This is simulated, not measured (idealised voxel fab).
process module | voxel transistor to metal
cross-section cut | 200 nm wide | cells 5 nm
A cross-section is a grid of square cells, given in bands from the top down. A band is one or more rows of cells.
Each band's line starts with the height of the band's top and of its bottom, in nm. Then come its materials from left to right, each with its width in nm. One material with "throughout" fills the band from edge to edge. "air" is empty space.
Height 0 is the level under which the wafer as received is all one material. The lowest band goes on downwards, as in "0 down".
A width such as "30 to 40" changes by the same amount from each row of cells to the next, from the band's top row to its bottom row.
"no change" after a step means that no cell of the cross-section changed.
closed voids: empty space of 8 cells or more with no open way to the top, each as width x height at its distance from the left edge, in nm
after a step's settings: what the simulator itself notes on the step
overlay nm, on a step with a mask: how far to the right of its planned place the mask lay; to the left if negative
plan
1 op RECEIVE | material Si
2 op CONFORMAL_DEP | material SiO2 | thk nm 5
3 op CONFORMAL_DEP | material SiN | thk nm 10
4 op MASKED_ETCH | tone cover | mask id ACTIVE | width nm 115 | etch materials SiN | depth nm 10 | overlay nm 0
5 op MASKED_ETCH | tone cover | mask id ACTIVE | width nm 115 | etch materials SiO2 | depth nm 5 | overlay nm 0
6 op MASKED_ETCH | tone cover | mask id ACTIVE | width nm 115 | etch materials Si | depth nm 35 | overlay nm 0
7 op FILL_DEP | material SiO2 | thk nm 10
8 op CMP | height nm 15
9 op SELECTIVE_ETCH | etch materials SiO2 | depth nm 10
10 op STRIP | etch materials SiN
11 op SELECTIVE_ETCH | etch materials SiO2 | depth nm 5
12 op OXIDIZE | depth nm 5
13 op DIRECTIONAL_DEP | material polySi | thk nm 25
14 op DIRECTIONAL_DEP | material SiCN | thk nm 15
15 op PATTERN | tone cover | mask id GATE | material resist | width nm 35 | thk nm 20 | overlay nm 0
16 op DIRECTIONAL_ETCH | etch materials SiCN | depth nm 25
17 op DIRECTIONAL_ETCH | etch materials polySi | depth nm 35
18 op STRIP | etch materials resist
19 op CONFORMAL_DEP | material SiN | thk nm 5
20 op DIRECTIONAL_ETCH | etch materials SiN | depth nm 5
21 op DIRECTIONAL_ETCH | etch materials SiO2 | depth nm 5
22 op EPI | material nSi | thk nm 5
23 op FILL_DEP | material SiO2 | thk nm 5
24 op CMP | height nm 25
25 op STRIP | etch materials polySi
26 op SELECTIVE_ETCH | etch materials SiO2 | depth nm 5
27 op CONFORMAL_DEP | material HfO2 | thk nm 5
28 op CONFORMAL_DEP | material TiN | thk nm 5
29 op FILL_DEP | material W | thk nm 5
30 op CMP | height nm 20
31 op DIRECTIONAL_DEP | material SiO2 | thk nm 15
32 op DIRECTIONAL_DEP | material aC | thk nm 10
33 op PATTERN | tone open | mask id CONTACT | material resist | width nm 15 | pitch nm 90 | thk nm 25 | overlay nm 0
34 op DIRECTIONAL_ETCH | etch materials aC | depth nm 10
35 op STRIP | etch materials resist
36 op DIRECTIONAL_ETCH | etch materials SiO2 | depth nm 35
37 op STRIP | etch materials aC
38 op CONFORMAL_DEP | material TiN | thk nm 5
39 op FILL_DEP | material W | thk nm 5
40 op CMP | height nm 35
41 op CONFORMAL_DEP | material SiCN | thk nm 5
42 op DIRECTIONAL_DEP | material SiO2 | thk nm 25
43 op DIRECTIONAL_DEP | material aC | thk nm 15
44 op PATTERN | tone open | mask id METAL_1 | material resist | width nm 15 | pitch nm 90 | thk nm 30 | overlay nm 0
45 op DIRECTIONAL_ETCH | etch materials aC | depth nm 15
46 op STRIP | etch materials resist
47 op DIRECTIONAL_ETCH | etch materials SiO2 | depth nm 25
48 op DIRECTIONAL_ETCH | etch materials SiCN | depth nm 5
49 op STRIP | etch materials aC
50 op CONFORMAL_DEP | material TiN | thk nm 5
51 op FILL_DEP | material Cu | thk nm 5
52 op CMP | height nm 65
53 op CONFORMAL_DEP | material SiCN | thk nm 5
54 op DIRECTIONAL_DEP | material SiO2 | thk nm 30
55 op PATTERN | tone open | mask id METAL_2 | material resist | width nm 15 | pitch nm 90 | thk nm 20 | overlay nm 0
56 op DIRECTIONAL_ETCH | etch materials SiO2 | depth nm 20
57 op STRIP | etch materials resist
58 op MASKED_ETCH | tone open | mask id METAL_2_HOLES | width nm 15 | pitch nm 90 | etch materials SiO2 | depth nm 10 | overlay nm 0
59 op MASKED_ETCH | tone open | mask id METAL_2_HOLES | width nm 15 | pitch nm 90 | etch materials SiCN | depth nm 5 | overlay nm 0
60 op CONFORMAL_DEP | material TiN | thk nm 5
61 op FILL_DEP | material Ru | thk nm 10
62 op CMP | height nm 100
63 op CONFORMAL_DEP | material SiCN | thk nm 5
first wafer, as planned
as received, after step 1
  0 down: Si throughout
  closed voids: none
after step 2
  5 to 0: SiO2 throughout
  below 0: unchanged
after step 3
  15 to 5: SiN throughout
  below 5: unchanged
after step 4
  15 to 5: air 40 | SiN 115 | air 45
  below 5: unchanged
after step 5
  15 to 5: air 40 | SiN 115 | air 45
  5 to 0: air 40 | SiO2 115 | air 45
  below 0: unchanged
after step 6
  15 to 5: air 40 | SiN 115 | air 45
  5 to 0: air 40 | SiO2 115 | air 45
  0 to -35: air 40 | Si 115 | air 45
  below -35: unchanged
after step 7
  25 to 15: SiO2 throughout
  15 to 5: SiO2 40 | SiN 115 | SiO2 45
  5 to 0: SiO2 throughout
  0 to -35: SiO2 40 | Si 115 | SiO2 45
  below -35: unchanged
after step 8
  15 to 5: SiO2 40 | SiN 115 | SiO2 45
  below 5: unchanged
after step 9
  15 to 5: air 40 | SiN 115 | air 45
  below 5: unchanged
after step 10
  5 to 0: SiO2 throughout
  below 0: unchanged
after step 11
  0 to -35: SiO2 40 | Si 115 | SiO2 45
  below -35: unchanged
after step 12
  0 to -5: SiO2 throughout
  below -5: unchanged
after step 13
  25 to 0: polySi throughout
  below 0: unchanged
after step 14
  40 to 25: SiCN throughout
  below 25: unchanged
after step 15
  60 to 40: air 80 | resist 35 | air 85
  below 40: unchanged
after step 16
  60 to 40: air 80 | resist 35 | air 85
  40 to 25: air 80 | SiCN 35 | air 85
  below 25: unchanged
after step 17
  60 to 40: air 80 | resist 35 | air 85
  40 to 25: air 80 | SiCN 35 | air 85
  25 to 0: air 80 | polySi 35 | air 85
  below 0: unchanged
after step 18
  40 to 25: air 80 | SiCN 35 | air 85
  below 25: unchanged
after step 19
  45 to 40: air 75 | SiN 45 | air 80
  40 to 25: air 75 | SiN 5 | SiCN 35 | SiN 5 | air 80
  25 to 5: air 75 | SiN 5 | polySi 35 | SiN 5 | air 80
  5 to 0: SiN 80 | polySi 35 | SiN 85
  below 0: unchanged
after step 20
  40 to 25: air 75 | SiN 5 | SiCN 35 | SiN 5 | air 80
  25 to 0: air 75 | SiN 5 | polySi 35 | SiN 5 | air 80
  below 0: unchanged
after step 21
  40 to 25: air 75 | SiN 5 | SiCN 35 | SiN 5 | air 80
  25 to 0: air 75 | SiN 5 | polySi 35 | SiN 5 | air 80
  0 to -5: air 75 | SiO2 45 | air 80
  below -5: unchanged
after step 22
  40 to 25: air 75 | SiN 5 | SiCN 35 | SiN 5 | air 80
  25 to 0: air 75 | SiN 5 | polySi 35 | SiN 5 | air 80
  0 to -5: air 35 | nSi 40 | SiO2 45 | nSi 40 | air 40
  below -5: unchanged
after step 23
  45 to 40: SiO2 throughout
  40 to 25: SiO2 75 | SiN 5 | SiCN 35 | SiN 5 | SiO2 80
  25 to 0: SiO2 75 | SiN 5 | polySi 35 | SiN 5 | SiO2 80
  0 to -5: SiO2 35 | nSi 40 | SiO2 45 | nSi 40 | SiO2 40
  below -5: unchanged
after step 24
  25 to 0: SiO2 75 | SiN 5 | polySi 35 | SiN 5 | SiO2 80
  below 0: unchanged
after step 25
  25 to 0: SiO2 75 | SiN 5 | air 35 | SiN 5 | SiO2 80
  below 0: unchanged
after step 26
  25 to 20: air 75 | SiN 5 | air 35 | SiN 5 | air 80
  20 to 0: SiO2 75 | SiN 5 | air 35 | SiN 5 | SiO2 80
  0 to -5: SiO2 35 | nSi 40 | air 45 | nSi 40 | SiO2 40
  below -5: unchanged
after step 27
  30 to 25: air 70 | HfO2 15 | air 25 | HfO2 15 | air 75
  25 to 20: HfO2 75 | SiN 5 | HfO2 5 | air 25 | HfO2 5 | SiN 5 | HfO2 80
  20 to 0: SiO2 75 | SiN 5 | HfO2 5 | air 25 | HfO2 5 | SiN 5 | SiO2 80
  0 to -5: SiO2 35 | nSi 40 | HfO2 45 | nSi 40 | SiO2 40
  below -5: unchanged
after step 28
  35 to 30: air 65 | TiN 25 | air 15 | TiN 25 | air 70
  30 to 25: TiN 70 | HfO2 15 | TiN 5 | air 15 | TiN 5 | HfO2 15 | TiN 75
  25 to 20: HfO2 75 | SiN 5 | HfO2 5 | TiN 5 | air 15 | TiN 5 | HfO2 5 | SiN 5 | HfO2 80
  20 to 5: SiO2 75 | SiN 5 | HfO2 5 | TiN 5 | air 15 | TiN 5 | HfO2 5 | SiN 5 | SiO2 80
  5 to 0: SiO2 75 | SiN 5 | HfO2 5 | TiN 25 | HfO2 5 | SiN 5 | SiO2 80
  below 0: unchanged
after step 29
  40 to 35: W throughout
  35 to 30: W 65 | TiN 25 | W 15 | TiN 25 | W 70
  30 to 25: TiN 70 | HfO2 15 | TiN 5 | W 15 | TiN 5 | HfO2 15 | TiN 75
  25 to 20: HfO2 75 | SiN 5 | HfO2 5 | TiN 5 | W 15 | TiN 5 | HfO2 5 | SiN 5 | HfO2 80
  20 to 5: SiO2 75 | SiN 5 | HfO2 5 | TiN 5 | W 15 | TiN 5 | HfO2 5 | SiN 5 | SiO2 80
  below 5: unchanged
after step 30
  20 to 5: SiO2 75 | SiN 5 | HfO2 5 | TiN 5 | W 15 | TiN 5 | HfO2 5 | SiN 5 | SiO2 80
  below 5: unchanged
after step 31
  35 to 20: SiO2 throughout
  below 20: unchanged
after step 32
  45 to 35: aC throughout
  below 35: unchanged
after step 33
  70 to 45: resist 45 | air 15 | resist 75 | air 15 | resist 50
  below 45: unchanged
after step 34
  60 to 45: resist 45 | air 15 | resist 75 | air 15 | resist 50
  45 to 35: aC 45 | air 15 | aC 75 | air 15 | aC 50
  below 35: unchanged
after step 35
  45 to 35: aC 45 | air 15 | aC 75 | air 15 | aC 50
  below 35: unchanged
after step 36
  45 to 35: aC 45 | air 15 | aC 75 | air 15 | aC 50
  35 to 20: SiO2 45 | air 15 | SiO2 75 | air 15 | SiO2 50
  20 to 5: SiO2 45 | air 15 | SiO2 15 | SiN 5 | HfO2 5 | TiN 5 | W 15 | TiN 5 | HfO2 5 | SiN 5 | SiO2 15 | air 15 | SiO2 50
  5 to 0: SiO2 45 | air 15 | SiO2 15 | SiN 5 | HfO2 5 | TiN 25 | HfO2 5 | SiN 5 | SiO2 15 | air 15 | SiO2 50
  below 0: unchanged
after step 37
  35 to 20: SiO2 45 | air 15 | SiO2 75 | air 15 | SiO2 50
  below 20: unchanged
after step 38
  40 to 35: TiN 50 | air 5 | TiN 85 | air 5 | TiN 55
  35 to 20: SiO2 45 | TiN 5 | air 5 | TiN 5 | SiO2 75 | TiN 5 | air 5 | TiN 5 | SiO2 50
  20 to 5: SiO2 45 | TiN 5 | air 5 | TiN 5 | SiO2 15 | SiN 5 | HfO2 5 | TiN 5 | W 15 | TiN 5 | HfO2 5 | SiN 5 | SiO2 15 | TiN 5 | air 5 | TiN 5 | SiO2 50
  5 to 0: SiO2 45 | TiN 15 | SiO2 15 | SiN 5 | HfO2 5 | TiN 25 | HfO2 5 | SiN 5 | SiO2 15 | TiN 15 | SiO2 50
  below 0: unchanged
after step 39
  45 to 40: W throughout
  40 to 35: TiN 50 | W 5 | TiN 85 | W 5 | TiN 55
  35 to 20: SiO2 45 | TiN 5 | W 5 | TiN 5 | SiO2 75 | TiN 5 | W 5 | TiN 5 | SiO2 50
  20 to 5: SiO2 45 | TiN 5 | W 5 | TiN 5 | SiO2 15 | SiN 5 | HfO2 5 | TiN 5 | W 15 | TiN 5 | HfO2 5 | SiN 5 | SiO2 15 | TiN 5 | W 5 | TiN 5 | SiO2 50
  below 5: unchanged
after step 40
  35 to 20: SiO2 45 | TiN 5 | W 5 | TiN 5 | SiO2 75 | TiN 5 | W 5 | TiN 5 | SiO2 50
  below 20: unchanged
after step 41
  40 to 35: SiCN throughout
  below 35: unchanged
after step 42
  65 to 40: SiO2 throughout
  below 40: unchanged
after step 43
  80 to 65: aC throughout
  below 65: unchanged
after step 44
  110 to 80: resist 45 | air 15 | resist 75 | air 15 | resist 50
  below 80: unchanged
after step 45
  95 to 80: resist 45 | air 15 | resist 75 | air 15 | resist 50
  80 to 65: aC 45 | air 15 | aC 75 | air 15 | aC 50
  below 65: unchanged
after step 46
  80 to 65: aC 45 | air 15 | aC 75 | air 15 | aC 50
  below 65: unchanged
after step 47
  80 to 65: aC 45 | air 15 | aC 75 | air 15 | aC 50
  65 to 40: SiO2 45 | air 15 | SiO2 75 | air 15 | SiO2 50
  below 40: unchanged
after step 48
  80 to 65: aC 45 | air 15 | aC 75 | air 15 | aC 50
  65 to 40: SiO2 45 | air 15 | SiO2 75 | air 15 | SiO2 50
  40 to 35: SiCN 45 | air 15 | SiCN 75 | air 15 | SiCN 50
  below 35: unchanged
after step 49
  65 to 40: SiO2 45 | air 15 | SiO2 75 | air 15 | SiO2 50
  below 40: unchanged
after step 50
  70 to 65: TiN 50 | air 5 | TiN 85 | air 5 | TiN 55
  65 to 40: SiO2 45 | TiN 5 | air 5 | TiN 5 | SiO2 75 | TiN 5 | air 5 | TiN 5 | SiO2 50
  40 to 35: SiCN 45 | TiN 15 | SiCN 75 | TiN 15 | SiCN 50
  below 35: unchanged
after step 51
  75 to 70: Cu throughout
  70 to 65: TiN 50 | Cu 5 | TiN 85 | Cu 5 | TiN 55
  65 to 40: SiO2 45 | TiN 5 | Cu 5 | TiN 5 | SiO2 75 | TiN 5 | Cu 5 | TiN 5 | SiO2 50
  below 40: unchanged
after step 52
  65 to 40: SiO2 45 | TiN 5 | Cu 5 | TiN 5 | SiO2 75 | TiN 5 | Cu 5 | TiN 5 | SiO2 50
  below 40: unchanged
after step 53
  70 to 65: SiCN throughout
  below 65: unchanged
after step 54
  100 to 70: SiO2 throughout
  below 70: unchanged
after step 55
  120 to 100: resist 45 | air 15 | resist 75 | air 15 | resist 50
  below 100: unchanged
after step 56
  120 to 100: resist 45 | air 15 | resist 75 | air 15 | resist 50
  100 to 80: SiO2 45 | air 15 | SiO2 75 | air 15 | SiO2 50
  below 80: unchanged
after step 57
  100 to 80: SiO2 45 | air 15 | SiO2 75 | air 15 | SiO2 50
  below 80: unchanged
after step 58
  100 to 70: SiO2 45 | air 15 | SiO2 75 | air 15 | SiO2 50
  below 70: unchanged
after step 59
  100 to 70: SiO2 45 | air 15 | SiO2 75 | air 15 | SiO2 50
  70 to 65: SiCN 45 | air 15 | SiCN 75 | air 15 | SiCN 50
  below 65: unchanged
after step 60
  105 to 100: TiN 50 | air 5 | TiN 85 | air 5 | TiN 55
  100 to 70: SiO2 45 | TiN 5 | air 5 | TiN 5 | SiO2 75 | TiN 5 | air 5 | TiN 5 | SiO2 50
  70 to 65: SiCN 45 | TiN 15 | SiCN 75 | TiN 15 | SiCN 50
  below 65: unchanged
after step 61
  115 to 105: Ru throughout
  105 to 100: TiN 50 | Ru 5 | TiN 85 | Ru 5 | TiN 55
  100 to 70: SiO2 45 | TiN 5 | Ru 5 | TiN 5 | SiO2 75 | TiN 5 | Ru 5 | TiN 5 | SiO2 50
  below 70: unchanged
after step 62
  100 to 70: SiO2 45 | TiN 5 | Ru 5 | TiN 5 | SiO2 75 | TiN 5 | Ru 5 | TiN 5 | SiO2 50
  below 70: unchanged
after step 63
  105 to 100: SiCN throughout
  below 100: unchanged
second wafer: like start, like plan, one mistake. Through step 58 it matches the first wafer
when step 59 should have ended
  100 to 70: SiO2 45 | air 15 | SiO2 75 | air 15 | SiO2 50
  70 to 65: SiCN 45 | air 5 | SiCN 85 | air 5 | SiCN 60
  below 65: unchanged
when step 60 should have ended
  105 to 100: TiN 50 | air 5 | TiN 85 | air 5 | TiN 55
  100 to 75: SiO2 45 | TiN 5 | air 5 | TiN 5 | SiO2 75 | TiN 5 | air 5 | TiN 5 | SiO2 50
  75 to 70: SiO2 45 | TiN 15 | SiO2 75 | TiN 15 | SiO2 50
  70 to 65: SiCN 45 | TiN 5 | SiCN 85 | TiN 5 | SiCN 60
  below 65: unchanged
when step 61 should have ended
  115 to 105: Ru throughout
  105 to 100: TiN 50 | Ru 5 | TiN 85 | Ru 5 | TiN 55
  100 to 75: SiO2 45 | TiN 5 | Ru 5 | TiN 5 | SiO2 75 | TiN 5 | Ru 5 | TiN 5 | SiO2 50
  below 75: unchanged
when step 62 should have ended
  100 to 75: SiO2 45 | TiN 5 | Ru 5 | TiN 5 | SiO2 75 | TiN 5 | Ru 5 | TiN 5 | SiO2 50
  below 75: unchanged
when step 63 should have ended
  105 to 100: SiCN throughout
  below 100: unchanged
what went wrong: step 59 ran as: op MASKED_ETCH | tone open | mask id METAL_2_HOLES | width nm 15 | pitch nm 90 | etch materials SiCN | depth nm 5 | overlay nm -10
at the end the second wafer has, in cells: 2 fewer of Ru | 4 more of SiCN | 2 fewer of TiN
